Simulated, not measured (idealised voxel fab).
process module | voxel transistor to metal
cross-section cut | 265 nm wide | cells 5 nm
A cross-section is a grid of square cells, given in bands from the top down. A band is one or more rows of cells.
Each band's line starts with the height of the band's top and of its bottom, in nm. Then come its materials from left to right, each with its width in nm. One material with "throughout" fills the band from edge to edge. "air" is empty space.
Height 0 is the level under which the wafer as received is all one material. The lowest band goes on downwards, as in "0 down".
A width such as "30 to 40" changes by the same amount from each row of cells to the next, from the band's top row to its bottom row.
"no change" after a step means that no cell of the cross-section changed.
closed voids: empty space of 8 cells or more with no open way to the top, each as width x height at its distance from the left edge, in nm
after a step's settings: what the simulator itself notes on the step
overlay nm, on a step with a mask: how far to the right of its planned place the mask lay; to the left if negative
Each pair below shows a cross-section before one step and the cross-section after it, down to the lowest band that changed. The line under each pair gives the step between them, with its settings. The pairs can come from different runs of this module on the same starting wafer, so a pair continues from the pair above only where its "before" says so.
before
  40 to 35: W 20 | TiN 5 | SiO2 30 | TiN 5 | W 20 | TiN 5 | SiO2 30 | TiN 5 | W 25 | TiN 5 | SiO2 30 | TiN 5 | W 20 | TiN 5 | SiO2 30 | TiN 5 | W 20
  35 to 30: W 20 | TiN 5 | SiO2 30 | TiN 30 | SiO2 30 | TiN 5 | W 25 | TiN 5 | SiO2 30 | TiN 30 | SiO2 30 | TiN 5 | W 20
  30 to 20: W 20 | TiN 5 | SiO2 20 | SiN 10 | TiN 5 | SiCN 20 | TiN 5 | SiN 10 | SiO2 20 | TiN 5 | W 25 | TiN 5 | SiO2 20 | SiN 10 | TiN 5 | SiCN 20 | TiN 5 | SiN 10 | SiO2 20 | TiN 5 | W 20
  20 to 10: W 20 to 15 | TiN 5 to 10 | SiO2 20 | SiN 10 | TiN 5 | polySi 20 | TiN 5 | SiN 10 | SiO2 20 | TiN 5 to 10 | W 25 to 15 | TiN 5 to 10 | SiO2 20 | SiN 10 | TiN 5 | polySi 20 | TiN 5 | SiN 10 | SiO2 20 | TiN 5 to 10 | W 20 to 15
  10 to 5: TiN 20 | SiN 10 | SiO2 15 | SiN 10 | TiN 5 | polySi 20 | TiN 5 | SiN 10 | SiO2 15 | SiN 10 | TiN 25 | SiN 10 | SiO2 15 | SiN 10 | TiN 5 | polySi 20 | TiN 5 | SiN 10 | SiO2 15 | SiN 10 | TiN 20
  5 to 0: SiO2 20 | SiN 10 | pSi 15 | SiN 10 | SiO2 5 | polySi 20 | SiO2 5 | SiN 10 | pSi 15 | SiN 10 | SiO2 25 | SiN 10 | pSi 15 | SiN 10 | SiO2 5 | polySi 20 | SiO2 5 | SiN 10 | pSi 15 | SiN 10 | SiO2 20
  0 to -5: SiO2 30 | pSi 15 | SiO2 50 | pSi 15 | SiO2 45 | pSi 15 | SiO2 50 | pSi 15 | SiO2 30
  -5 to -10: SiO2 25 | Si 5 | pSi 15 | Si 50 | pSi 15 | Si 5 | SiO2 35 | Si 5 | pSi 15 | Si 50 | pSi 15 | Si 5 | SiO2 25
  -10 to -35: SiO2 25 | Si 90 | SiO2 35 | Si 90 | SiO2 25
  -35 down: Si throughout
  closed voids: none
after
  45 to 40: TiN throughout
  below 40: unchanged
  closed voids: none
the step between: op DIRECTIONAL_DEP | material TiN | thk nm 5
before: the cross-section after the pair above
after
  60 to 45: W throughout
  below 45: unchanged
  closed voids: none
the step between: op DIRECTIONAL_DEP | material W | thk nm 15
before: the cross-section after the pair above
after
  60 to 45: air 25 | W 15 | air 60 | W 15 | air 35 | W 15 | air 60 | W 15 | air 25
  below 45: unchanged
  closed voids: none
the step between: op MASKED_ETCH | tone cover | mask id METAL_1 | width nm 15 | etch materials W | depth nm 15 | overlay nm 0
before: the cross-section after the pair above
after
  60 to 45: air 25 | W 15 | air 60 | W 15 | air 35 | W 15 | air 60 | W 15 | air 25
  45 to 40: air 25 | TiN 15 | air 60 | TiN 15 | air 35 | TiN 15 | air 60 | TiN 15 | air 25
  below 40: unchanged
  closed voids: none
the step between: op MASKED_ETCH | tone cover | mask id METAL_1 | width nm 15 | etch materials TiN | depth nm 5 | overlay nm 0
before: the cross-section after the pair above
after
  65 to 60: air 20 | SiCN 25 | air 50 | SiCN 25 | air 25 | SiCN 25 | air 50 | SiCN 25 | air 20
  60 to 45: air 20 | SiCN 5 | W 15 | SiCN 5 | air 50 | SiCN 5 | W 15 | SiCN 5 | air 25 | SiCN 5 | W 15 | SiCN 5 | air 50 | SiCN 5 | W 15 | SiCN 5 | air 20
  45 to 40: SiCN 25 | TiN 15 | SiCN 60 | TiN 15 | SiCN 35 | TiN 15 | SiCN 60 | TiN 15 | SiCN 25
  below 40: unchanged
  closed voids: none
the step between: op CONFORMAL_DEP | material SiCN | thk nm 5
before: the cross-section after the pair above
after
  75 to 65: SiO2 throughout
  65 to 60: SiO2 20 | SiCN 25 | SiO2 50 | SiCN 25 | SiO2 25 | SiCN 25 | SiO2 50 | SiCN 25 | SiO2 20
  60 to 45: SiO2 20 | SiCN 5 | W 15 | SiCN 5 | SiO2 50 | SiCN 5 | W 15 | SiCN 5 | SiO2 25 | SiCN 5 | W 15 | SiCN 5 | SiO2 50 | SiCN 5 | W 15 | SiCN 5 | SiO2 20
  below 45: unchanged
  closed voids: none
the step between: op FILL_DEP | material SiO2 | thk nm 10
before: the cross-section after the pair above
after
  60 to 45: SiO2 20 | SiCN 5 | W 15 | SiCN 5 | SiO2 50 | SiCN 5 | W 15 | SiCN 5 | SiO2 25 | SiCN 5 | W 15 | SiCN 5 | SiO2 50 | SiCN 5 | W 15 | SiCN 5 | SiO2 20
  below 45: unchanged
  closed voids: none
the step between: op CMP | height nm 60
before: the cross-section after the pair above
after
  65 to 60: SiCN throughout
  below 60: unchanged
  closed voids: none
the step between: op CONFORMAL_DEP | material SiCN | thk nm 5
before: the cross-section after the pair above
after
  100 to 65: SiO2 throughout
  below 65: unchanged
  closed voids: none
the step between: op DIRECTIONAL_DEP | material SiO2 | thk nm 35
before: the cross-section after the pair above
after
  100 to 80: SiO2 25 | air 15 | SiO2 110 | air 15 | SiO2 100
  below 80: unchanged
  closed voids: none
the step between: op MASKED_ETCH | tone open | mask id METAL_2 | width nm 15 | pitch nm 125 | etch materials SiO2 | depth nm 20 | overlay nm 0
before: the cross-section after the pair above
after
  120 to 100: resist 25 | air 15 | resist 110 | air 15 | resist 100
  below 100: unchanged
  closed voids: none
the step between: op PATTERN | tone open | mask id METAL_2_HOLES | material resist | width nm 15 | pitch nm 125 | thk nm 20 | overlay nm 0
before: the cross-section after the pair above
after
  120 to 100: resist 25 | air 15 | resist 110 | air 15 | resist 100
  100 to 65: SiO2 25 | air 15 | SiO2 110 | air 15 | SiO2 100
  below 65: unchanged
  closed voids: none
the step between: op DIRECTIONAL_ETCH | etch materials SiO2 | depth nm 15
before: the cross-section after the pair above
after
  120 to 100: resist 25 | air 15 | resist 110 | air 15 | resist 100
  100 to 65: SiO2 25 | air 15 | SiO2 110 | air 15 | SiO2 100
  65 to 60: SiCN 25 | air 15 | SiCN 110 | air 15 | SiCN 100
  below 60: unchanged
  closed voids: none
the step between: op DIRECTIONAL_ETCH | etch materials SiCN | depth nm 5
before: the cross-section after the pair above
after
  100 to 65: SiO2 25 | air 15 | SiO2 110 | air 15 | SiO2 100
  below 65: unchanged
  closed voids: none
the step between: op STRIP | etch materials resist
before: the cross-section after the pair above
after
  105 to 100: TiN 30 | air 5 | TiN 120 | air 5 | TiN 105
  100 to 65: SiO2 25 | TiN 5 | air 5 | TiN 5 | SiO2 110 | TiN 5 | air 5 | TiN 5 | SiO2 100
  65 to 60: SiCN 25 | TiN 15 | SiCN 110 | TiN 15 | SiCN 100
  below 60: unchanged
  closed voids: none
the step between: op CONFORMAL_DEP | material TiN | thk nm 5
before: the cross-section after the pair above
after
  110 to 105: Cu throughout
  105 to 100: TiN 30 | Cu 5 | TiN 120 | Cu 5 | TiN 105
  100 to 65: SiO2 25 | TiN 5 | Cu 5 | TiN 5 | SiO2 110 | TiN 5 | Cu 5 | TiN 5 | SiO2 100
  below 65: unchanged
  closed voids: none
the step between: op FILL_DEP | material Cu | thk nm 5
before: the cross-section after the pair above
after
  100 to 65: SiO2 25 | TiN 5 | Cu 5 | TiN 5 | SiO2 110 | TiN 5 | Cu 5 | TiN 5 | SiO2 100
  below 65: unchanged
  closed voids: none
the step between: op CMP | height nm 100
before: the cross-section after the pair above
after
  105 to 100: SiN throughout
  below 100: unchanged
  closed voids: none
the step between: op CONFORMAL_DEP | material SiN | thk nm 5
